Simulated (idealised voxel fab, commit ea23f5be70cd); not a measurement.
The document below concerns the process module designated voxel capacitor over wiring.
Section shown: cut. Width: 225 nm. Cell size: 5 nm, square.
A cross-section in this document is a grid of square cells, and it is written down as bands, the top band listed before the ones below it; a band is made up of one or more rows of cells.
Band: top and bottom heights (nm) first, top before bottom; then materials from left to right, widths in nm. "throughout" marks a sole material filling the band edge to edge. "empty" denotes empty space.
We count height from 0. Below that, the starting wafer is all one material. The lowest band never ends at the bottom but goes on down; see "0 nm and below" for how that is written.
Width spec "30 to 40" -> top row of cells at first value, bottom row at second value, equal per-row change in between.
It should be understood that the words "nothing was modified", when stated for a given step, signify that the cross-section underwent no change in any of its cells during that step.
Reported under the label "Non-vented voids" are the empty spaces having no open way to the top and comprising 8 cells or more; the notation for each is width x height at distance, in which the distance is measured from the left edge and all three values are in nm.
Whatever follows a step's settings on its line is a remark the simulator itself makes about that step.
A step line may carry the setting "overlay nm", which, for steps involving a mask, states the distance by which the mask lay to the right of its intended position; negative values denote displacement to the left.

## The steps planned for the process are as follows
- 1: RECEIVE,material Si
- 2: CONFORMAL_DEP,material SiO2,thk nm 10
- 3: CONFORMAL_DEP,material SiCN,thk nm 5
- 4: DIRECTIONAL_DEP,material SiO2,thk nm 20
- 5: PATTERN,tone open,mask id METAL_1,material resist,width nm 30,pitch nm 100,thk nm 20,overlay nm 0
- 6: DIRECTIONAL_ETCH,etch materials SiO2,depth nm 20
- 7: DIRECTIONAL_ETCH,etch materials SiCN,depth nm 5
- 8: STRIP,etch materials resist
- 9: CONFORMAL_DEP,material TiN,thk nm 5
- 10: FILL_DEP,material Cu,thk nm 10
- 11: CMP,height nm 35
- 12: EPI,material Ru,thk nm 5
- 13: FILL_DEP,material SiCN,thk nm 5
- 14: DIRECTIONAL_DEP,material lowk,thk nm 20
- 15: PATTERN,tone open,mask id PLUG_1,material resist,width nm 15,thk nm 20,overlay nm 0
- 16: DIRECTIONAL_ETCH,etch materials lowk,depth nm 20
- 17: DIRECTIONAL_ETCH,etch materials SiCN,depth nm 5
- 18: STRIP,etch materials resist
- 19: CONFORMAL_DEP,material TiN,thk nm 5
- 20: FILL_DEP,material W,thk nm 10
- 21: CMP,height nm 65
- 22: DIRECTIONAL_DEP,material TiN,thk nm 10
- 23: DIRECTIONAL_DEP,material Al2O3,thk nm 5
- 24: DIRECTIONAL_DEP,material TiN,thk nm 5
- 25: MASKED_ETCH,tone cover,mask id UPPER_PLATE,width nm 75,etch materials TiN,depth nm 5,overlay nm 0
- 26: MASKED_ETCH,tone cover,mask id UPPER_PLATE,width nm 75,etch materials Al2O3,depth nm 5,overlay nm 0
- 27: PATTERN,tone cover,mask id LOWER_PLATE,material resist,width nm 85,thk nm 15,overlay nm 0
- 28: DIRECTIONAL_ETCH,etch materials TiN,depth nm 10
- 29: STRIP,etch materials resist
- 30: FILL_DEP,material SiO2,thk nm 20
- 31: CMP,height nm 100
- 32: PATTERN,tone open,mask id PLUG_2,material resist,width nm 15,thk nm 15,overlay nm 0
- 33: DIRECTIONAL_ETCH,etch materials SiO2,depth nm 15
- 34: STRIP,etch materials resist
- 35: CONFORMAL_DEP,material TiN,thk nm 5
- 36: FILL_DEP,material W,thk nm 10
- 37: CMP,height nm 100
- 38: CONFORMAL_DEP,material SiN,thk nm 5

## Of two wafers, the first: run according to plan

## Shown in cross-section is the wafer as received, that is, as it stands after step 1
> 0 nm and below: Si throughout
> Non-vented voids: none

## Upon completion of step 2, the wafer appears in cross-section as shown
> 10 nm to 0 nm: SiO2 throughout
> Below a height of 0, the structure has not been altered.

## Upon completion of step 3, the wafer appears in cross-section as shown
> 15 nm to 10 nm: SiCN throughout
> Below a height of 10, the structure has not been altered.

## Upon completion of step 4, the wafer appears in cross-section as shown
> 35 nm to 15 nm: SiO2 throughout
> Below a height of 15, the structure has not been altered.

## Upon completion of step 5, the wafer appears in cross-section as shown
> 55 nm to 35 nm: resist: 45 / empty: 30 / resist: 70 / empty: 30 / resist: 50
> Below a height of 35, the structure has not been altered.

## Upon completion of step 6, the wafer appears in cross-section as shown
> 55 nm to 35 nm: resist: 45 / empty: 30 / resist: 70 / empty: 30 / resist: 50
> 35 nm to 15 nm: SiO2: 45 / empty: 30 / SiO2: 70 / empty: 30 / SiO2: 50
> Below a height of 15, the structure has not been altered.

## Upon completion of step 7, the wafer appears in cross-section as shown
> 55 nm to 35 nm: resist: 45 / empty: 30 / resist: 70 / empty: 30 / resist: 50
> 35 nm to 15 nm: SiO2: 45 / empty: 30 / SiO2: 70 / empty: 30 / SiO2: 50
> 15 nm to 10 nm: SiCN: 45 / empty: 30 / SiCN: 70 / empty: 30 / SiCN: 50
> Below a height of 10, the structure has not been altered.

## Upon completion of step 8, the wafer appears in cross-section as shown
> 35 nm to 15 nm: SiO2: 45 / empty: 30 / SiO2: 70 / empty: 30 / SiO2: 50
> Below a height of 15, the structure has not been altered.

## Upon completion of step 9, the wafer appears in cross-section as shown
> 40 nm to 35 nm: TiN: 50 / empty: 20 / TiN: 80 / empty: 20 / TiN: 55
> 35 nm to 15 nm: SiO2: 45 / TiN: 5 / empty: 20 / TiN: 5 / SiO2: 70 / TiN: 5 / empty: 20 / TiN: 5 / SiO2: 50
> 15 nm to 10 nm: SiCN: 45 / TiN: 30 / SiCN: 70 / TiN: 30 / SiCN: 50
> Below a height of 10, the structure has not been altered.

## Upon completion of step 10, the wafer appears in cross-section as shown
> 50 nm to 40 nm: Cu throughout
> 40 nm to 35 nm: TiN: 50 / Cu: 20 / TiN: 80 / Cu: 20 / TiN: 55
> 35 nm to 15 nm: SiO2: 45 / TiN: 5 / Cu: 20 / TiN: 5 / SiO2: 70 / TiN: 5 / Cu: 20 / TiN: 5 / SiO2: 50
> Below a height of 15, the structure has not been altered.

## Upon completion of step 11, the wafer appears in cross-section as shown
> 35 nm to 15 nm: SiO2: 45 / TiN: 5 / Cu: 20 / TiN: 5 / SiO2: 70 / TiN: 5 / Cu: 20 / TiN: 5 / SiO2: 50
> Below a height of 15, the structure has not been altered.

## Upon completion of step 12, the wafer appears in cross-section as shown
> 40 nm to 35 nm: empty: 40 / Ru: 40 / empty: 60 / Ru: 40 / empty: 45
> Below a height of 35, the structure has not been altered.

## Upon completion of step 13, the wafer appears in cross-section as shown
> 45 nm to 40 nm: SiCN throughout
> 40 nm to 35 nm: SiCN: 40 / Ru: 40 / SiCN: 60 / Ru: 40 / SiCN: 45
> Below a height of 35, the structure has not been altered.

## Upon completion of step 14, the wafer appears in cross-section as shown
> 65 nm to 45 nm: lowk throughout
> Below a height of 45, the structure has not been altered.

## Upon completion of step 15, the wafer appears in cross-section as shown
> 85 nm to 65 nm: resist: 60 / empty: 15 / resist: 150
> Below a height of 65, the structure has not been altered.

## Upon completion of step 16, the wafer appears in cross-section as shown
> 85 nm to 65 nm: resist: 60 / empty: 15 / resist: 150
> 65 nm to 45 nm: lowk: 60 / empty: 15 / lowk: 150
> Below a height of 45, the structure has not been altered.

## Upon completion of step 17, the wafer appears in cross-section as shown
> 85 nm to 65 nm: resist: 60 / empty: 15 / resist: 150
> 65 nm to 45 nm: lowk: 60 / empty: 15 / lowk: 150
> 45 nm to 40 nm: SiCN: 60 / empty: 15 / SiCN: 150
> Below a height of 40, the structure has not been altered.

## Upon completion of step 18, the wafer appears in cross-section as shown
> 65 nm to 45 nm: lowk: 60 / empty: 15 / lowk: 150
> Below a height of 45, the structure has not been altered.

## Upon completion of step 19, the wafer appears in cross-section as shown
> 70 nm to 65 nm: TiN: 65 / empty: 5 / TiN: 155
> 65 nm to 45 nm: lowk: 60 / TiN: 5 / empty: 5 / TiN: 5 / lowk: 150
> 45 nm to 40 nm: SiCN: 60 / TiN: 15 / SiCN: 150
> Below a height of 40, the structure has not been altered.

## Upon completion of step 20, the wafer appears in cross-section as shown
> 80 nm to 70 nm: W throughout
> 70 nm to 65 nm: TiN: 65 / W: 5 / TiN: 155
> 65 nm to 45 nm: lowk: 60 / TiN: 5 / W: 5 / TiN: 5 / lowk: 150
> Below a height of 45, the structure has not been altered.

## Upon completion of step 21, the wafer appears in cross-section as shown
> 65 nm to 45 nm: lowk: 60 / TiN: 5 / W: 5 / TiN: 5 / lowk: 150
> Below a height of 45, the structure has not been altered.

## Upon completion of step 22, the wafer appears in cross-section as shown
> 75 nm to 65 nm: TiN throughout
> Below a height of 65, the structure has not been altered.

## Upon completion of step 23, the wafer appears in cross-section as shown
> 80 nm to 75 nm: Al2O3 throughout
> Below a height of 75, the structure has not been altered.

## Upon completion of step 24, the wafer appears in cross-section as shown
> 85 nm to 80 nm: TiN throughout
> Below a height of 80, the structure has not been altered.

## Upon completion of step 25, the wafer appears in cross-section as shown
> 85 nm to 80 nm: empty: 60 / TiN: 75 / empty: 90
> Below a height of 80, the structure has not been altered.

## Upon completion of step 26, the wafer appears in cross-section as shown
> 85 nm to 80 nm: empty: 60 / TiN: 75 / empty: 90
> 80 nm to 75 nm: empty: 60 / Al2O3: 75 / empty: 90
> Below a height of 75, the structure has not been altered.

## Upon completion of step 27, the wafer appears in cross-section as shown
> 100 nm to 85 nm: empty: 55 / resist: 85 / empty: 85
> 85 nm to 80 nm: empty: 55 / resist: 5 / TiN: 75 / resist: 5 / empty: 85
> 80 nm to 75 nm: empty: 55 / resist: 5 / Al2O3: 75 / resist: 5 / empty: 85
> Below a height of 75, the structure has not been altered.

## Upon completion of step 28, the wafer appears in cross-section as shown
> 100 nm to 85 nm: empty: 55 / resist: 85 / empty: 85
> 85 nm to 80 nm: empty: 55 / resist: 5 / TiN: 75 / resist: 5 / empty: 85
> 80 nm to 75 nm: empty: 55 / resist: 5 / Al2O3: 75 / resist: 5 / empty: 85
> 75 nm to 65 nm: empty: 55 / TiN: 85 / empty: 85
> Below a height of 65, the structure has not been altered.

## Upon completion of step 29, the wafer appears in cross-section as shown
> 85 nm to 80 nm: empty: 60 / TiN: 75 / empty: 90
> 80 nm to 75 nm: empty: 60 / Al2O3: 75 / empty: 90
> Below a height of 75, the structure has not been altered.

## Upon completion of step 30, the wafer appears in cross-section as shown
> 105 nm to 85 nm: SiO2 throughout
> 85 nm to 80 nm: SiO2: 60 / TiN: 75 / SiO2: 90
> 80 nm to 75 nm: SiO2: 60 / Al2O3: 75 / SiO2: 90
> 75 nm to 65 nm: SiO2: 55 / TiN: 85 / SiO2: 85
> Below a height of 65, the structure has not been altered.

## Upon completion of step 31, the wafer appears in cross-section as shown
> 100 nm to 85 nm: SiO2 throughout
> Below a height of 85, the structure has not been altered.

## Upon completion of step 32, the wafer appears in cross-section as shown
> 115 nm to 100 nm: resist: 70 / empty: 15 / resist: 140
> Below a height of 100, the structure has not been altered.

## Upon completion of step 33, the wafer appears in cross-section as shown
> 115 nm to 100 nm: resist: 70 / empty: 15 / resist: 140
> 100 nm to 85 nm: SiO2: 70 / empty: 15 / SiO2: 140
> Below a height of 85, the structure has not been altered.

## Upon completion of step 34, the wafer appears in cross-section as shown
> 100 nm to 85 nm: SiO2: 70 / empty: 15 / SiO2: 140
> Below a height of 85, the structure has not been altered.

## Upon completion of step 35, the wafer appears in cross-section as shown
> 105 nm to 100 nm: TiN: 75 / empty: 5 / TiN: 145
> 100 nm to 90 nm: SiO2: 70 / TiN: 5 / empty: 5 / TiN: 5 / SiO2: 140
> 90 nm to 80 nm: SiO2: 70 to 60 / TiN: 15 to 75 / SiO2: 140 to 90
> Below a height of 80, the structure has not been altered.

## Upon completion of step 36, the wafer appears in cross-section as shown
> 115 nm to 105 nm: W throughout
> 105 nm to 100 nm: TiN: 75 / W: 5 / TiN: 145
> 100 nm to 90 nm: SiO2: 70 / TiN: 5 / W: 5 / TiN: 5 / SiO2: 140
> Below a height of 90, the structure has not been altered.

## Upon completion of step 37, the wafer appears in cross-section as shown
> 100 nm to 90 nm: SiO2: 70 / TiN: 5 / W: 5 / TiN: 5 / SiO2: 140
> Below a height of 90, the structure has not been altered.

## Upon completion of step 38, the wafer appears in cross-section as shown
> 105 nm to 100 nm: SiN throughout
> Below a height of 100, the structure has not been altered.

## Second wafer, same starting conditions and recipe as the first, one mistake in executing it, nothing differs from the first up to and including step 36

when step 37 should have ended: nothing was modified

## when step 38 should have ended
> 120 nm to 115 nm: SiN throughout
> Below a height of 115, the structure has not been altered.
Heads up, the wafer didn't run the way we planned it: no execution of plan step 37; skipped
End check, counted in cells, second wafer has more or fewer of these materials than the first: TiN: 44 more, W: 91 more
